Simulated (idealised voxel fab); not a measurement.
Module name: voxel self aligned vias (process module)
225 nm wide, 5 nm square cells: that's cross-section cut.
Notation: cross-section as square-cell grid; stated in bands, top first, going down; one or more cell rows per band. In this notation a band is specified by the heights of its top and bottom, in that order and in nm, after which its materials appear from left to right, each paired with its width in nm. The word "throughout" attached to a single material means that material fills the band from edge to edge; the word "air" stands for empty space. Zero point of the height axis is 0; under it, received wafer = one material. Lowest band: continues down indefinitely, "top 0, no bottom". You'd read "30->40" like this: the band's top row of cells is as wide as the first number, its bottom row is as wide as the second, and going down, every row changes width by the same amount as the row before did. "remained unchanged" (step): cross-section cells unchanged, all of them. Listed in "Voids lacking openings": every empty space of 8 or more cells without an open way to the top. Form: width x height at distance, the distance being from the left edge, all in nm. On each step's line, the part that comes after the settings is the simulator's own comment on the step. overlay nm: step with mask; distance mask lay right of planned place; negative value = left of planned place.
PROCESS STEPS - PLAN
1) RECEIVE (material Si)
2) CONFORMAL_DEP (material SiO2; thk nm 10)
3) CONFORMAL_DEP (material SiCN; thk nm 5)
4) DIRECTIONAL_DEP (material lowk; thk nm 20)
5) MASKED_ETCH (tone open; mask id LINES; width nm 30; pitch nm 70; etch materials lowk; depth nm 20; overlay nm 0)
6) CONFORMAL_DEP (material TiN; thk nm 5)
7) FILL_DEP (material W; thk nm 5)
8) CMP (height nm 35)
9) SELECTIVE_ETCH (etch materials W Ru TiN; depth nm 5)
10) FILL_DEP (material SiN; thk nm 10)
11) CMP (height nm 35)
12) DIRECTIONAL_DEP (material lowk; thk nm 15)
13) DIRECTIONAL_DEP (material aC; thk nm 15)
14) PATTERN (tone open; mask id VIAS; material resist; width nm 40; pitch nm 70; thk nm 35; overlay nm 0)
15) DIRECTIONAL_ETCH (etch materials aC; depth nm 15)
16) STRIP (etch materials resist)
17) DIRECTIONAL_ETCH (etch materials lowk; depth nm 15)
18) DIRECTIONAL_ETCH (etch materials SiN; depth nm 5)
19) STRIP (etch materials aC)
20) CONFORMAL_DEP (material TiN; thk nm 5)
21) FILL_DEP (material Ru; thk nm 10)
22) CMP (height nm 50)
23) CONFORMAL_DEP (material SiN; thk nm 5)
CROSS-SECTION OF THE WAFER AS IT CAME TO US, I.E., ALREADY THROUGH STEP 1
> top 0, no bottom  Si throughout
> Voids lacking openings: none
THE FIRST OF TWO WAFERS, CROSS-SECTIONED AT THE END OF THE MODULE, WITH THE RUN PROCEEDING AS PLANNED
> top 55, bottom 50  SiN throughout
> top 50, bottom 40  lowk 20 nm; TiN 5 nm; Ru 30 nm; TiN 5 nm; lowk 30 nm; TiN 5 nm; Ru 30 nm; TiN 5 nm; lowk 30 nm; TiN 5 nm; Ru 30 nm; TiN 5 nm; lowk 25 nm
> top 40, bottom 35  lowk 20 nm; TiN 10 nm; Ru 20 nm; TiN 10 nm; lowk 30 nm; TiN 10 nm; Ru 20 nm; TiN 10 nm; lowk 30 nm; TiN 10 nm; Ru 20 nm; TiN 10 nm; lowk 25 nm
> top 35, bottom 30  lowk 25 nm; TiN 30 nm; lowk 40 nm; TiN 30 nm; lowk 40 nm; TiN 30 nm; lowk 30 nm
> top 30, bottom 20  lowk 25 nm; TiN 5 nm; W 20 nm; TiN 5 nm; lowk 40 nm; TiN 5 nm; W 20 nm; TiN 5 nm; lowk 40 nm; TiN 5 nm; W 20 nm; TiN 5 nm; lowk 30 nm
> top 20, bottom 15  lowk 25 nm; TiN 30 nm; lowk 40 nm; TiN 30 nm; lowk 40 nm; TiN 30 nm; lowk 30 nm
> top 15, bottom 10  SiCN throughout
> top 10, bottom 0  SiO2 throughout
> top 0, no bottom  Si throughout
> Voids lacking openings: none
MODULE END: CROSS-SECTION OF WAFER TWO OF TWO. SAME START AND PROCESS PLAN AS THE FIRST WAFER. ONE MISTAKE DURING EXECUTION
> top 55, bottom 50  SiN throughout
> top 50, bottom 40  lowk 20 nm; TiN 5 nm; Ru 30 nm; TiN 5 nm; lowk 30 nm; TiN 5 nm; Ru 30 nm; TiN 5 nm; lowk 30 nm; TiN 5 nm; Ru 30 nm; TiN 5 nm; lowk 25 nm
> top 40, bottom 35  lowk 20 nm; TiN 15 nm; Ru 20 nm; TiN 5 nm; lowk 30 nm; TiN 15 nm; Ru 20 nm; TiN 5 nm; lowk 30 nm; TiN 15 nm; Ru 20 nm; TiN 5 nm; lowk 25 nm
> top 35, bottom 30  lowk 30 nm; TiN 30 nm; lowk 40 nm; TiN 30 nm; lowk 40 nm; TiN 30 nm; lowk 25 nm
> top 30, bottom 20  lowk 30 nm; TiN 5 nm; W 20 nm; TiN 5 nm; lowk 40 nm; TiN 5 nm; W 20 nm; TiN 5 nm; lowk 40 nm; TiN 5 nm; W 20 nm; TiN 5 nm; lowk 25 nm
> top 20, bottom 15  lowk 30 nm; TiN 30 nm; lowk 40 nm; TiN 30 nm; lowk 40 nm; TiN 30 nm; lowk 25 nm
> top 15, bottom 10  SiCN throughout
> top 10, bottom 0  SiO2 throughout
> top 0, no bottom  Si throughout
> Voids lacking openings: none
Run error: step 5 was processed under conditions differing from the plan, specifically as MASKED_ETCH (tone open; mask id LINES; width nm 30; pitch nm 70; etch materials lowk; depth nm 20; overlay nm 5)
Same inventory, different map: at the end, the second wafer holds as many cells of each material as the first, placed elsewhere.
